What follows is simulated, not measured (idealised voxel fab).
You're looking at the process module voxel spacer lines.
Cross-section cut: width 295 nm, square cells of 5 nm.
In this document a cross-section is written as a grid of square cells. It is given as a series of bands, listed from the top down, and a band is one or more rows of cells. Heads up on the band format: heights come first, top then bottom, in nm. After that it's the materials left to right, each with its width in nm. A single material flagged "throughout" fills the whole band edge to edge, and "empty" means there's empty space there. Beneath 0, the wafer as received is one material, and that level is where height counting begins. The lowest band goes on downward without a bottom; it is written like "z 0 and below". Per-row width for "30->40": begins at first number (top row of band), ends at second number (bottom row), increment between rows held constant. What does "everything unchanged" mean for a step? It means no cell of the cross-section changed in that step. This entry, "Closed voids list", enumerates those empty regions of no fewer than 8 cells that possess no open connection to the top. Each region is reported in the form width x height at distance, the distance being taken from the left edge, with all three quantities expressed in nm. Whatever follows a step's settings on its line is a remark the simulator itself makes about that step. You can add "overlay nm" to a step's line. For a step with a mask, it describes how far the mask lay to the right of its planned position, and a negative number describes a lay to the left.

### The following list gives the planned process steps
step 1: RECEIVE (material Si)
step 2: CONFORMAL_DEP (material Al2O3; thk nm 5)
step 3: DIRECTIONAL_DEP (material polySi; thk nm 10)
step 4: DIRECTIONAL_DEP (material aC; thk nm 25)
step 5: PATTERN (tone cover; mask id MANDREL; material resist; width nm 20; pitch nm 60; thk nm 35; overlay nm 0)
step 6: DIRECTIONAL_ETCH (etch materials aC; depth nm 25)
step 7: STRIP (etch materials resist)
step 8: CONFORMAL_DEP (material SiO2; thk nm 10)
step 9: DIRECTIONAL_ETCH (etch materials SiO2; depth nm 10)
step 10: STRIP (etch materials aC)
step 11: DIRECTIONAL_ETCH (etch materials polySi; depth nm 10)
step 12: STRIP (etch materials SiO2)
step 13: FILL_DEP (material lowk; thk nm 5)
step 14: CMP (height nm 15)

### Cross-section of the incoming wafer, state after step 1
* z 0 and below  Si throughout
* Closed voids list: none

### Here's the cross-section of the first of our two wafers at the end of the module - it ran as planned
* z 15 to 5  lowk 65 / polySi 10 / lowk 20 / polySi 10 / lowk 20 / polySi 10 / lowk 20 / polySi 10 / lowk 20 / polySi 10 / lowk 20 / polySi 10 / lowk 70
* z 5 to 0  Al2O3 throughout
* z 0 and below  Si throughout
* Closed voids list: none

### So this is wafer number two of the two, cut at the end of the module - it started where the first did and had the same plan, we just got one thing wrong running it
* z 15 to 10  lowk throughout
* z 10 to 0  lowk 65 / polySi 10 / lowk 20 / polySi 10 / lowk 20 / polySi 10 / lowk 20 / polySi 10 / lowk 20 / polySi 10 / lowk 20 / polySi 10 / lowk 70
* z 0 and below  Si throughout
* Closed voids list: none
Nonconformance to the process plan: step 2 in the plan did not get run; it was skipped
End of process, cell counts, second wafer against first, materials with more or fewer: -59 Al2O3, +59 lowk
